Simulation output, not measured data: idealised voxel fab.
Process module, titled voxel wiring stack
Shown is cross-section cut, with a width of 265 nm and square cells of size 5 nm.
Each cross-section below is a grid of square cells, stated as bands in top-down order, with one or more rows of cells making up each band.
This entry defines a band. It first specifies the height of the band's top and the height of its bottom in nm, and then specifies the band's materials from left to right, stating each material with its width in nm. The word "everywhere" identifies a single material that fills the band from edge to edge, while the word "air" identifies empty space.
We count height from 0. Below that, the starting wafer is all one material. The lowest band never ends at the bottom but goes on down; see "0..down" for how that is written.
Width spec "30 to 40" -> top row of cells at first value, bottom row at second value, equal per-row change in between.
"no modification" means the step left every cell of the cross-section as it was.
"Closed internal voids" enumerates empty spaces isolated from the top, with no open way to it, that contain at least 8 cells, giving each as width x height at distance from the left edge, all three in nm.
Step line, after settings: the simulator's comment on this step.
On any step carrying a mask, the "overlay nm" setting, if present on the step's line, tells how far right of its planned place the mask lay; negative values point to the left.
### Listed below are the process steps as planned
1. RECEIVE, material Si
2. CONFORMAL_DEP, material SiO2, thk nm 15
3. CONFORMAL_DEP, material SiN, thk nm 5
4. DIRECTIONAL_DEP, material lowk, thk nm 15
5. PATTERN, tone open, mask id METAL_1, material resist, width nm 25, pitch nm 45, thk nm 15, overlay nm 0
6. DIRECTIONAL_ETCH, etch materials lowk, depth nm 15
7. DIRECTIONAL_ETCH, etch materials SiN, depth nm 5
8. STRIP, etch materials resist
9. CONFORMAL_DEP, material TiN, thk nm 5
10. FILL_DEP, material Cu, thk nm 5
11. CMP, height nm 35
12. EPI, material Ru, thk nm 5
13. FILL_DEP, material SiCN, thk nm 5
14. DIRECTIONAL_DEP, material SiO2, thk nm 10
15. MASKED_ETCH, tone open, mask id PLUG_1, width nm 15, pitch nm 90, etch materials SiO2, depth nm 10, overlay nm 0
16. MASKED_ETCH, tone open, mask id PLUG_1, width nm 15, pitch nm 90, etch materials SiCN, depth nm 5, overlay nm 0
17. EPI, material Ru, thk nm 10
18. EPI, material Ru, thk nm 5
19. CONFORMAL_DEP, material SiN, thk nm 5
20. DIRECTIONAL_DEP, material SiO2, thk nm 20
21. MASKED_ETCH, tone open, mask id METAL_2, width nm 25, pitch nm 45, etch materials SiO2, depth nm 20, overlay nm 0
22. MASKED_ETCH, tone open, mask id METAL_2, width nm 25, pitch nm 45, etch materials SiN, depth nm 5, overlay nm 0
23. CONFORMAL_DEP, material TiN, thk nm 5
24. FILL_DEP, material Cu, thk nm 10
25. CMP, height nm 80
26. CONFORMAL_DEP, material SiCN, thk nm 5
27. DIRECTIONAL_DEP, material SiO2, thk nm 25
28. DIRECTIONAL_DEP, material aC, thk nm 10
29. PATTERN, tone open, mask id METAL_3, material resist, width nm 25, pitch nm 45, thk nm 30, overlay nm 0
30. DIRECTIONAL_ETCH, etch materials aC, depth nm 10
31. STRIP, etch materials resist
32. DIRECTIONAL_ETCH, etch materials SiO2, depth nm 15
33. STRIP, etch materials aC
34. DIRECTIONAL_DEP, material aC, thk nm 10
35. PATTERN, tone open, mask id METAL_3_HOLES, material resist, width nm 15, pitch nm 45, thk nm 30, overlay nm 0
36. DIRECTIONAL_ETCH, etch materials aC, depth nm 10
37. STRIP, etch materials resist
38. DIRECTIONAL_ETCH, etch materials SiO2, depth nm 10
39. DIRECTIONAL_ETCH, etch materials SiCN, depth nm 5
40. STRIP, etch materials aC
41. CONFORMAL_DEP, material TiN, thk nm 5
42. FILL_DEP, material Cu, thk nm 10
43. CMP, height nm 110
44. CONFORMAL_DEP, material SiCN, thk nm 5
45. DIRECTIONAL_DEP, material SiO2, thk nm 30
46. DIRECTIONAL_DEP, material aC, thk nm 10
47. PATTERN, tone open, mask id METAL_4_HOLES, material resist, width nm 15, pitch nm 90, thk nm 25, overlay nm 0
48. DIRECTIONAL_ETCH, etch materials aC, depth nm 10
49. STRIP, etch materials resist
50. DIRECTIONAL_ETCH, etch materials SiO2, depth nm 30
51. STRIP, etch materials aC
52. MASKED_ETCH, tone open, mask id METAL_4, width nm 25, pitch nm 45, etch materials SiO2, depth nm 20, overlay nm 0
53. MASKED_ETCH, tone open, mask id METAL_4, width nm 25, pitch nm 45, etch materials SiCN, depth nm 5, overlay nm 0
54. CONFORMAL_DEP, material TiN, thk nm 5
55. FILL_DEP, material Ru, thk nm 10
56. CMP, height nm 145
57. CONFORMAL_DEP, material SiCN, thk nm 5
### Cross-section of the wafer at receipt, which is the condition after step 1
* 0..down | Si everywhere
* Closed internal voids: none
### One mistake in running the module, otherwise start and plan as above: cross-section at the end
* 150..145 | SiCN everywhere
* 145..140 | 50 of SiCN  25 of TiN  20 of SiCN  25 of TiN  20 of SiCN  25 of TiN  20 of SiCN  25 of TiN  55 of SiCN
* 140..110 | SiO2 everywhere
* 110..100 | 50 of SiO2  5 of TiN  15 of Cu  5 of TiN  20 of SiO2  5 of TiN  15 of Cu  5 of TiN  20 of SiO2  5 of TiN  15 of Cu  5 of TiN  20 of SiO2  5 of TiN  15 of Cu  5 of TiN  55 of SiO2
* 100..95 | 50 of SiO2  5 of TiN  5 of Cu  15 of TiN  20 of SiO2  5 of TiN  5 of Cu  15 of TiN  20 of SiO2  5 of TiN  5 of Cu  15 of TiN  20 of SiO2  5 of TiN  5 of Cu  15 of TiN  55 of SiO2
* 95..85 | 50 of SiO2  5 of TiN  5 of Cu  5 of TiN  30 of SiO2  5 of TiN  5 of Cu  5 of TiN  30 of SiO2  5 of TiN  5 of Cu  5 of TiN  30 of SiO2  5 of TiN  5 of Cu  5 of TiN  65 of SiO2
* 85..80 | 50 of SiCN  15 of TiN  30 of SiCN  15 of TiN  30 of SiCN  15 of TiN  30 of SiCN  15 of TiN  65 of SiCN
* 80..60 | 50 of SiO2  5 of TiN  15 of Cu  5 of TiN  20 of SiO2  5 of TiN  15 of Cu  5 of TiN  20 of SiO2  5 of TiN  15 of Cu  5 of TiN  20 of SiO2  5 of TiN  15 of Cu  5 of TiN  55 of SiO2
* 60..55 | 50 of SiN  25 of TiN  20 of SiN  25 of TiN  20 of SiN  25 of TiN  20 of SiN  25 of TiN  55 of SiN
* 55..45 | 50 of SiO2  15 of Ru  75 of SiO2  15 of Ru  110 of SiO2
* 45..40 | 50 of SiCN  15 of Ru  75 of SiCN  15 of Ru  110 of SiCN
* 40..35 | 45 of SiCN  35 of Ru  10 of SiCN  35 of Ru  10 of SiCN  35 of Ru  10 of SiCN  35 of Ru  50 of SiCN
* 35..20 | 50 of lowk  5 of TiN  15 of Cu  5 of TiN  20 of lowk  5 of TiN  15 of Cu  5 of TiN  20 of lowk  5 of TiN  15 of Cu  5 of TiN  20 of lowk  5 of TiN  15 of Cu  5 of TiN  55 of lowk
* 20..15 | 50 of SiN  25 of TiN  20 of SiN  25 of TiN  20 of SiN  25 of TiN  20 of SiN  25 of TiN  55 of SiN
* 15..0 | SiO2 everywhere
* 0..down | Si everywhere
* Closed internal voids: none
It is concluded that the wafer was processed incorrectly with respect to the plan, in that steps 44 and 45 run out of order (swapped)
